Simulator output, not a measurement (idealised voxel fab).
The process module that follows is named voxel capacitor over wiring.
In the cross-section labelled cut, the width is 255 nm and each square cell is 5 nm.
Notation: cross-section as square-cell grid; stated in bands, top first, going down; one or more cell rows per band.
Heads up on the band format: heights come first, top then bottom, in nm. After that it's the materials left to right, each with its width in nm. A single material flagged "throughout" fills the whole band edge to edge, and "air" means there's empty space there.
Height is counted from the level 0, under which the received wafer is composed throughout of one material. The lowest of the bands is not closed at the bottom but continues downward, in the notation "z 0 and below".
The expression "30..40" gives the width at the extremes of the band, the first number at its top row of cells and the second at its bottom row, with the width changing by equal amounts from each row to the next in between.
Step marked "identical to before"? Then no cell in the cross-section changed in it.
Any empty space of 8 cells or more lacking an open way to the top shows up in "Catalogued sealed voids" as width x height at distance, distance from the left edge, in nm.
Read whatever lies past the settings on a step's line as the simulator's own remark about the step.
"overlay nm" denotes, for a step that has a mask, the displacement of the mask to the right of its planned place, with negative values corresponding to the left.
Process steps foreseen in the plan
1: op RECEIVE | material Si
2: op CONFORMAL_DEP | material SiO2 | thk nm 15
3: op DIRECTIONAL_DEP | material TiN | thk nm 5
4: op DIRECTIONAL_DEP | material Ru | thk nm 15
5: op PATTERN | tone cover | mask id METAL_1 | material resist | width nm 30 | pitch nm 95 | thk nm 15 | overlay nm 0
6: op DIRECTIONAL_ETCH | etch materials Ru | depth nm 15
7: op DIRECTIONAL_ETCH | etch materials TiN | depth nm 5
8: op STRIP | etch materials resist
9: op FILL_DEP | material lowk | thk nm 5
10: op CMP | height nm 35
11: op CONFORMAL_DEP | material SiCN | thk nm 5
12: op DIRECTIONAL_DEP | material SiO2 | thk nm 10
13: op MASKED_ETCH | tone open | mask id PLUG_1 | width nm 15 | etch materials SiO2 | depth nm 10 | overlay nm 0
14: op MASKED_ETCH | tone open | mask id PLUG_1 | width nm 15 | etch materials SiCN | depth nm 5 | overlay nm 0
15: op EPI | material Ru | thk nm 10
16: op EPI | material Ru | thk nm 5
17: op DIRECTIONAL_DEP | material TiN | thk nm 5
18: op DIRECTIONAL_DEP | material HfO2 | thk nm 5
19: op DIRECTIONAL_DEP | material TiN | thk nm 5
20: op DIRECTIONAL_DEP | material aC | thk nm 10
21: op PATTERN | tone cover | mask id UPPER_PLATE | material resist | width nm 70 | thk nm 25 | overlay nm 0
22: op DIRECTIONAL_ETCH | etch materials aC | depth nm 10
23: op STRIP | etch materials resist
24: op DIRECTIONAL_ETCH | etch materials TiN | depth nm 5
25: op DIRECTIONAL_ETCH | etch materials HfO2 | depth nm 5
26: op STRIP | etch materials aC
27: op PATTERN | tone cover | mask id LOWER_PLATE | material resist | width nm 80 | thk nm 15 | overlay nm 0
28: op DIRECTIONAL_ETCH | etch materials TiN | depth nm 5
29: op STRIP | etch materials resist
30: op FILL_DEP | material SiO2 | thk nm 15
31: op CMP | height nm 75
32: op PATTERN | tone open | mask id PLUG_2 | material resist | width nm 15 | thk nm 15 | overlay nm 0
33: op DIRECTIONAL_ETCH | etch materials SiO2 | depth nm 10
34: op STRIP | etch materials resist
35: op CONFORMAL_DEP | material TiN | thk nm 5
36: op FILL_DEP | material Cu | thk nm 10
37: op CMP | height nm 75
38: op CONFORMAL_DEP | material SiCN | thk nm 5
As-received wafer cross-section (after step 1)
> z 0 and below = Si throughout
> Catalogued sealed voids: none
End-of-module cross-section of the first of two wafers, processed as planned
> z 80 to 75 = SiCN throughout
> z 75 to 70 = 90 of SiO2  5 of TiN  5 of Cu  5 of TiN  150 of SiO2
> z 70 to 60 = 90..80 of SiO2  15..70 of TiN  150..105 of SiO2
> z 60 to 55 = 80 of SiO2  70 of HfO2  105 of SiO2
> z 55 to 50 = 75 of SiO2  80 of TiN  100 of SiO2
> z 50 to 40 = 80 of SiO2  15 of Ru  160 of SiO2
> z 40 to 35 = 80 of SiCN  15 of Ru  160 of SiCN
> z 35 to 20 = 65 of lowk  30 of Ru  65 of lowk  30 of Ru  65 of lowk
> z 20 to 15 = 65 of lowk  30 of TiN  65 of lowk  30 of TiN  65 of lowk
> z 15 to 0 = SiO2 throughout
> z 0 and below = Si throughout
> Catalogued sealed voids: none
Cross-sectional view of the second of two wafers upon completion of the module. This wafer shared its starting condition and process plan with the first; one error was made during its execution
> z 80 to 75 = SiCN throughout
> z 75 to 70 = 90 of SiO2  5 of TiN  5 of Cu  5 of TiN  150 of SiO2
> z 70 to 65 = 90 of SiO2  15 of TiN  150 of SiO2
> z 65 to 60 = 75 of SiO2  5 of TiN  70 of SiO2  5 of TiN  100 of SiO2
> z 60 to 55 = 80 of HfO2  70 of SiO2  105 of HfO2
> z 55 to 50 = TiN throughout
> z 50 to 40 = 80 of SiO2  15 of Ru  160 of SiO2
> z 40 to 35 = 80 of SiCN  15 of Ru  160 of SiCN
> z 35 to 20 = 65 of lowk  30 of Ru  65 of lowk  30 of Ru  65 of lowk
> z 20 to 15 = 65 of lowk  30 of TiN  65 of lowk  30 of TiN  65 of lowk
> z 15 to 0 = SiO2 throughout
> z 0 and below = Si throughout
> Catalogued sealed voids: none
The plan and the run diverged here: step 21, actual vs plan mismatch, actual run op PATTERN | tone open | mask id UPPER_PLATE | material resist | width nm 70 | thk nm 25 | overlay nm 0
Once processing is complete, comparing cell counts shows that the second wafer has more or fewer of certain materials than the first: HfO2 +23, SiO2 -46, TiN +23
